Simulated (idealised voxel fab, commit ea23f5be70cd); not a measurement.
The process module presented herein is designated voxel self aligned contacts.
It is cross-section cut that appears here, measuring 205 nm in width, its square cells being 5 nm in size.
A cross-section is written here as square cells arranged in a grid, and it is given in bands from the top down, each band taking up one or more rows of cells.
Look at the band entry: it leads with the top's height and the bottom's height in nm. Then it lists the materials left to right, with a width in nm for each. The word "everywhere" on a single material says that material fills the band edge to edge. The word "empty" is empty space.
Heads up on the height convention: 0 is the point under which the incoming wafer is all one material, and the lowest band has no bottom, it just keeps going down, like "0 nm and below".
Note: "30 to 40" means the width goes from the first number (top row of the band) to the second number (bottom row) in equal steps per row of cells.
For the purposes of this document, the phrase "no change" attached to a step denotes that no cell within the cross-section was modified by that step.
"Listed closed voids": empty spaces of 8 cells or more with no open way to the top, each given as width x height at distance, distance from the left edge, all in nm.
after a step's settings: what the simulator itself notes on the step
overlay nm, on a step with a mask: how far to the right of its planned place the mask lay; to the left if negative

Set out below are the planned steps of the process:
1 RECEIVE with material Si
2 CONFORMAL_DEP with material SiO2, thk nm 5
3 DIRECTIONAL_DEP with material polySi, thk nm 20
4 DIRECTIONAL_DEP with material SiN, thk nm 20
5 MASKED_ETCH with tone cover, mask id GATE, width nm 25, pitch nm 50, etch materials SiN, depth nm 20, overlay nm 0
6 MASKED_ETCH with tone cover, mask id GATE, width nm 25, pitch nm 50, etch materials polySi, depth nm 20, overlay nm 0
7 CONFORMAL_DEP with material SiN, thk nm 5
8 DIRECTIONAL_ETCH with etch materials SiN, depth nm 5
9 FILL_DEP with material SiO2, thk nm 15
10 CMP with height nm 50
11 PATTERN with tone open, mask id CONTACT, material resist, width nm 35, pitch nm 50, thk nm 15, overlay nm 0
12 DIRECTIONAL_ETCH with etch materials SiO2, depth nm 50
13 STRIP with etch materials resist
14 CONFORMAL_DEP with material TiN, thk nm 5
15 FILL_DEP with material W, thk nm 10
16 CMP with height nm 50
17 CONFORMAL_DEP with material SiCN, thk nm 5

First wafer of two (run as planned):

As received (post step 1): cross-section:
- 0 nm and below  Si everywhere
- Listed closed voids: none

State of the wafer after step 2, shown in cross-section:
- 5 nm to 0 nm  SiO2 everywhere
- Nothing below the height 0 has changed.

State of the wafer after step 3, shown in cross-section:
- 25 nm to 5 nm  polySi everywhere
- Nothing below the height 5 has changed.

State of the wafer after step 4, shown in cross-section:
- 45 nm to 25 nm  SiN everywhere
- Nothing below the height 25 has changed.

State of the wafer after step 5, shown in cross-section:
- 45 nm to 25 nm  empty (40), then SiN (25), then empty (25), then SiN (25), then empty (25), then SiN (25), then empty (40)
- Nothing below the height 25 has changed.

State of the wafer after step 6, shown in cross-section:
- 45 nm to 25 nm  empty (40), then SiN (25), then empty (25), then SiN (25), then empty (25), then SiN (25), then empty (40)
- 25 nm to 5 nm  empty (40), then polySi (25), then empty (25), then polySi (25), then empty (25), then polySi (25), then empty (40)
- Nothing below the height 5 has changed.

State of the wafer after step 7, shown in cross-section:
- 50 nm to 25 nm  empty (35), then SiN (35), then empty (15), then SiN (35), then empty (15), then SiN (35), then empty (35)
- 25 nm to 10 nm  empty (35), then SiN (5), then polySi (25), then SiN (5), then empty (15), then SiN (5), then polySi (25), then SiN (5), then empty (15), then SiN (5), then polySi (25), then SiN (5), then empty (35)
- 10 nm to 5 nm  SiN (40), then polySi (25), then SiN (25), then polySi (25), then SiN (25), then polySi (25), then SiN (40)
- Nothing below the height 5 has changed.

State of the wafer after step 8, shown in cross-section:
- 45 nm to 25 nm  empty (35), then SiN (35), then empty (15), then SiN (35), then empty (15), then SiN (35), then empty (35)
- 25 nm to 5 nm  empty (35), then SiN (5), then polySi (25), then SiN (5), then empty (15), then SiN (5), then polySi (25), then SiN (5), then empty (15), then SiN (5), then polySi (25), then SiN (5), then empty (35)
- Nothing below the height 5 has changed.

State of the wafer after step 9, shown in cross-section:
- 60 nm to 45 nm  SiO2 everywhere
- 45 nm to 25 nm  SiO2 (35), then SiN (35), then SiO2 (15), then SiN (35), then SiO2 (15), then SiN (35), then SiO2 (35)
- 25 nm to 5 nm  SiO2 (35), then SiN (5), then polySi (25), then SiN (5), then SiO2 (15), then SiN (5), then polySi (25), then SiN (5), then SiO2 (15), then SiN (5), then polySi (25), then SiN (5), then SiO2 (35)
- Nothing below the height 5 has changed.

State of the wafer after step 10, shown in cross-section:
- 50 nm to 45 nm  SiO2 everywhere
- Nothing below the height 45 has changed.

State of the wafer after step 11, shown in cross-section:
- 65 nm to 50 nm  resist (60), then empty (35), then resist (15), then empty (35), then resist (60)
- Nothing below the height 50 has changed.

State of the wafer after step 12, shown in cross-section:
- 65 nm to 50 nm  resist (60), then empty (35), then resist (15), then empty (35), then resist (60)
- 50 nm to 45 nm  SiO2 (60), then empty (35), then SiO2 (15), then empty (35), then SiO2 (60)
- 45 nm to 25 nm  SiO2 (35), then SiN (35), then empty (15), then SiN (35), then empty (15), then SiN (35), then SiO2 (35)
- 25 nm to 5 nm  SiO2 (35), then SiN (5), then polySi (25), then SiN (5), then empty (15), then SiN (5), then polySi (25), then SiN (5), then empty (15), then SiN (5), then polySi (25), then SiN (5), then SiO2 (35)
- 5 nm to 0 nm  SiO2 (70), then empty (15), then SiO2 (35), then empty (15), then SiO2 (70)
- Nothing below the height 0 has changed.

State of the wafer after step 13, shown in cross-section:
- 50 nm to 45 nm  SiO2 (60), then empty (35), then SiO2 (15), then empty (35), then SiO2 (60)
- Nothing below the height 45 has changed.

State of the wafer after step 14, shown in cross-section:
- 55 nm to 50 nm  TiN (65), then empty (25), then TiN (25), then empty (25), then TiN (65)
- 50 nm to 45 nm  SiO2 (60), then TiN (15), then empty (5), then TiN (15), then SiO2 (15), then TiN (15), then empty (5), then TiN (15), then SiO2 (60)
- 45 nm to 25 nm  SiO2 (35), then SiN (35), then TiN (5), then empty (5), then TiN (5), then SiN (35), then TiN (5), then empty (5), then TiN (5), then SiN (35), then SiO2 (35)
- 25 nm to 5 nm  SiO2 (35), then SiN (5), then polySi (25), then SiN (5), then TiN (5), then empty (5), then TiN (5), then SiN (5), then polySi (25), then SiN (5), then TiN (5), then empty (5), then TiN (5), then SiN (5), then polySi (25), then SiN (5), then SiO2 (35)
- 5 nm to 0 nm  SiO2 (70), then TiN (15), then SiO2 (35), then TiN (15), then SiO2 (70)
- Nothing below the height 0 has changed.

State of the wafer after step 15, shown in cross-section:
- 65 nm to 55 nm  W everywhere
- 55 nm to 50 nm  TiN (65), then W (25), then TiN (25), then W (25), then TiN (65)
- 50 nm to 45 nm  SiO2 (60), then TiN (15), then W (5), then TiN (15), then SiO2 (15), then TiN (15), then W (5), then TiN (15), then SiO2 (60)
- 45 nm to 25 nm  SiO2 (35), then SiN (35), then TiN (5), then W (5), then TiN (5), then SiN (35), then TiN (5), then W (5), then TiN (5), then SiN (35), then SiO2 (35)
- 25 nm to 5 nm  SiO2 (35), then SiN (5), then polySi (25), then SiN (5), then TiN (5), then W (5), then TiN (5), then SiN (5), then polySi (25), then SiN (5), then TiN (5), then W (5), then TiN (5), then SiN (5), then polySi (25), then SiN (5), then SiO2 (35)
- Nothing below the height 5 has changed.

State of the wafer after step 16, shown in cross-section:
- 50 nm to 45 nm  SiO2 (60), then TiN (15), then W (5), then TiN (15), then SiO2 (15), then TiN (15), then W (5), then TiN (15), then SiO2 (60)
- Nothing below the height 45 has changed.

State of the wafer after step 17, shown in cross-section:
- 55 nm to 50 nm  SiCN everywhere
- Nothing below the height 50 has changed.

Okay, second wafer. Nothing different at the start, nothing different in the plan, just one mistake somewhere in the running. As far as step 4, counting that step, it's the first wafer all over again:

Cross-section of the second wafer corresponding to the planned conclusion of step 5:
- 45 nm to 30 nm  empty (40), then SiN (25), then empty (25), then SiN (25), then empty (25), then SiN (25), then empty (40)
- Nothing below the height 30 has changed.

Cross-section of the second wafer corresponding to the planned conclusion of step 6: no change

Cross-section of the second wafer corresponding to the planned conclusion of step 7:
- 50 nm to 35 nm  empty (35), then SiN (35), then empty (15), then SiN (35), then empty (15), then SiN (35), then empty (35)
- 35 nm to 25 nm  SiN everywhere
- Nothing below the height 25 has changed.

Cross-section of the second wafer corresponding to the planned conclusion of step 8:
- 45 nm to 30 nm  empty (35), then SiN (35), then empty (15), then SiN (35), then empty (15), then SiN (35), then empty (35)
- Nothing below the height 30 has changed.

Cross-section of the second wafer corresponding to the planned conclusion of step 9:
- 60 nm to 45 nm  SiO2 everywhere
- 45 nm to 30 nm  SiO2 (35), then SiN (35), then SiO2 (15), then SiN (35), then SiO2 (15), then SiN (35), then SiO2 (35)
- Nothing below the height 30 has changed.

Cross-section of the second wafer corresponding to the planned conclusion of step 10:
- 50 nm to 45 nm  SiO2 everywhere
- Nothing below the height 45 has changed.

Cross-section of the second wafer corresponding to the planned conclusion of step 11:
- 65 nm to 50 nm  resist (60), then empty (35), then resist (15), then empty (35), then resist (60)
- Nothing below the height 50 has changed.

Cross-section of the second wafer corresponding to the planned conclusion of step 12:
- 65 nm to 50 nm  resist (60), then empty (35), then resist (15), then empty (35), then resist (60)
- 50 nm to 45 nm  SiO2 (60), then empty (35), then SiO2 (15), then empty (35), then SiO2 (60)
- 45 nm to 30 nm  SiO2 (35), then SiN (35), then empty (15), then SiN (35), then empty (15), then SiN (35), then SiO2 (35)
- Nothing below the height 30 has changed.

Cross-section of the second wafer corresponding to the planned conclusion of step 13:
- 50 nm to 45 nm  SiO2 (60), then empty (35), then SiO2 (15), then empty (35), then SiO2 (60)
- Nothing below the height 45 has changed.

Cross-section of the second wafer corresponding to the planned conclusion of step 14:
- 55 nm to 50 nm  TiN (65), then empty (25), then TiN (25), then empty (25), then TiN (65)
- 50 nm to 45 nm  SiO2 (60), then TiN (15), then empty (5), then TiN (15), then SiO2 (15), then TiN (15), then empty (5), then TiN (15), then SiO2 (60)
- 45 nm to 35 nm  SiO2 (35), then SiN (35), then TiN (5), then empty (5), then TiN (5), then SiN (35), then TiN (5), then empty (5), then TiN (5), then SiN (35), then SiO2 (35)
- 35 nm to 30 nm  SiO2 (35), then SiN (35), then TiN (15), then SiN (35), then TiN (15), then SiN (35), then SiO2 (35)
- Nothing below the height 30 has changed.

Cross-section of the second wafer corresponding to the planned conclusion of step 15:
- 65 nm to 55 nm  W everywhere
- 55 nm to 50 nm  TiN (65), then W (25), then TiN (25), then W (25), then TiN (65)
- 50 nm to 45 nm  SiO2 (60), then TiN (15), then W (5), then TiN (15), then SiO2 (15), then TiN (15), then W (5), then TiN (15), then SiO2 (60)
- 45 nm to 35 nm  SiO2 (35), then SiN (35), then TiN (5), then W (5), then TiN (5), then SiN (35), then TiN (5), then W (5), then TiN (5), then SiN (35), then SiO2 (35)
- Nothing below the height 35 has changed.

Cross-section of the second wafer corresponding to the planned conclusion of step 16:
- 50 nm to 45 nm  SiO2 (60), then TiN (15), then W (5), then TiN (15), then SiO2 (15), then TiN (15), then W (5), then TiN (15), then SiO2 (60)
- Nothing below the height 45 has changed.

Cross-section of the second wafer corresponding to the planned conclusion of step 17:
- 55 nm to 50 nm  SiCN everywhere
- Nothing below the height 50 has changed.
Nonconformance to the process plan: step 5 ran differently from the plan; actual operation with settings: MASKED_ETCH with tone cover, mask id GATE, width nm 25, pitch nm 50, etch materials SiN, depth nm 15, overlay nm 0
End check, counted in cells, second wafer has more or fewer of these materials than the first: SiN -4; SiO2 -64; TiN -24; W -12; polySi +104
